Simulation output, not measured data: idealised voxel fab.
This section sets out a process module, namely voxel capacitor over wiring.
In the cross-section labelled cut, the width is 300 nm and each square cell is 5 nm.
When this document writes out a cross-section, it uses a grid of square cells and lists it as bands, beginning at the top and moving down, with a band standing for one or more rows of cells.
For a band, the entry starts with two heights in nm, that of the top and then that of the bottom, and carries on with the band's materials in order from left to right, each alongside its width in nm; the word "everywhere" beside a single material means it fills the band edge to edge, and "empty" means empty space.
Heights are reckoned from 0. Under this level, the received wafer is all of one material. The bottommost band is open-ended downward, for example "0 and below".
Graded width ("30 to 40"): value in top row of band = first number; value in bottom row = second number; row-to-row change constant.
It should be understood that the words "all unchanged", when stated for a given step, signify that the cross-section underwent no change in any of its cells during that step.
The entry "Trapped void list" lists the empty spaces that cover at least 8 cells and have no open path to the top. Each is written as width x height at distance, where the distance is measured from the left edge and all three values are in nm.
It should be noted that, on the line of a given step, the content following the step's settings is a remark produced by the simulator itself with respect to that step.
Regarding "overlay nm": on a step with a mask, it is the distance the mask lay to the right of its planned place; a negative value places it to the left.
-- Process steps foreseen in the plan
1. op RECEIVE | material Si
2. op CONFORMAL_DEP | material SiO2 | thk nm 10
3. op CONFORMAL_DEP | material SiN | thk nm 5
4. op DIRECTIONAL_DEP | material SiO2 | thk nm 25
5. op DIRECTIONAL_DEP | material aC | thk nm 10
6. op PATTERN | tone open | mask id METAL_1 | material resist | width nm 30 | pitch nm 85 | thk nm 30 | overlay nm 0
7. op DIRECTIONAL_ETCH | etch materials aC | depth nm 10
8. op STRIP | etch materials resist
9. op DIRECTIONAL_ETCH | etch materials SiO2 | depth nm 25
10. op DIRECTIONAL_ETCH | etch materials SiN | depth nm 5
11. op STRIP | etch materials aC
12. op CONFORMAL_DEP | material TiN | thk nm 5
13. op FILL_DEP | material Cu | thk nm 10
14. op CMP | height nm 40
15. op CONFORMAL_DEP | material SiCN | thk nm 5
16. op DIRECTIONAL_DEP | material lowk | thk nm 20
17. op MASKED_ETCH | tone open | mask id PLUG_1 | width nm 15 | etch materials lowk | depth nm 20 | overlay nm 0
18. op MASKED_ETCH | tone open | mask id PLUG_1 | width nm 15 | etch materials SiCN | depth nm 5 | overlay nm 0
19. op EPI | material Ru | thk nm 10
20. op EPI | material Ru | thk nm 10
21. op EPI | material Ru | thk nm 5
22. op DIRECTIONAL_DEP | material TiN | thk nm 10
23. op DIRECTIONAL_DEP | material SiN | thk nm 5
24. op DIRECTIONAL_DEP | material TiN | thk nm 5
25. op MASKED_ETCH | tone cover | mask id UPPER_PLATE | width nm 60 | etch materials TiN | depth nm 5 | overlay nm 0
26. op MASKED_ETCH | tone cover | mask id UPPER_PLATE | width nm 60 | etch materials SiN | depth nm 5 | overlay nm 0
27. op PATTERN | tone cover | mask id LOWER_PLATE | material resist | width nm 70 | thk nm 15 | overlay nm 0
28. op DIRECTIONAL_ETCH | etch materials TiN | depth nm 10
29. op STRIP | etch materials resist
30. op FILL_DEP | material SiO2 | thk nm 15
31. op CMP | height nm 95
32. op MASKED_ETCH | tone open | mask id PLUG_2 | width nm 15 | etch materials SiO2 | depth nm 10 | overlay nm 0
33. op CONFORMAL_DEP | material TiN | thk nm 5
34. op FILL_DEP | material W | thk nm 5
35. op CMP | height nm 95
36. op CONFORMAL_DEP | material SiCN | thk nm 5
-- Wafer at receipt (post step 1), cross-section
> 0 and below = Si everywhere
> Trapped void list: none
-- Cross-section: first of two wafers, module finished, run according to plan
> 100 down to 95 = SiCN everywhere
> 95 down to 90 = 115 SiO2 / 5 TiN / 5 W / 5 TiN / 170 SiO2
> 90 down to 80 = 115 to 105 SiO2 / 15 to 60 TiN / 170 to 135 SiO2
> 80 down to 75 = 105 SiO2 / 60 SiN / 135 SiO2
> 75 down to 65 = 100 SiO2 / 70 TiN / 130 SiO2
> 65 down to 45 = 105 lowk / 15 Ru / 180 lowk
> 45 down to 40 = 105 SiCN / 15 Ru / 180 SiCN
> 40 down to 15 = 90 SiO2 / 5 TiN / 20 Cu / 5 TiN / 55 SiO2 / 5 TiN / 20 Cu / 5 TiN / 95 SiO2
> 15 down to 10 = 90 SiN / 30 TiN / 55 SiN / 30 TiN / 95 SiN
> 10 down to 0 = SiO2 everywhere
> 0 and below = Si everywhere
> Trapped void list: none
-- Cross-section, wafer two of two, end of module: same start and plan as wafer one, one error in execution
> 100 down to 95 = SiCN everywhere
> 95 down to 90 = 115 SiO2 / 5 TiN / 5 W / 5 TiN / 170 SiO2
> 90 down to 80 = 115 to 105 SiO2 / 15 to 60 TiN / 170 to 135 SiO2
> 80 down to 75 = 105 SiO2 / 60 SiN / 135 SiO2
> 75 down to 65 = 100 SiO2 / 70 TiN / 130 SiO2
> 65 down to 45 = 105 lowk / 15 Ru / 180 lowk
> 45 down to 40 = 105 SiCN / 15 Ru / 180 SiCN
> 40 down to 15 = 90 SiO2 / 5 TiN / 20 SiCN / 5 TiN / 55 SiO2 / 5 TiN / 20 SiCN / 5 TiN / 95 SiO2
> 15 down to 10 = 90 SiN / 30 TiN / 55 SiN / 30 TiN / 95 SiN
> 10 down to 0 = SiO2 everywhere
> 0 and below = Si everywhere
> Trapped void list: none
The plan and the run diverged here: planned and actual differ for step 13; actual: op FILL_DEP | material SiCN | thk nm 10
Counted in cells at the end, the second wafer holds more or fewer of these materials than the first: Cu -40 | SiCN +40
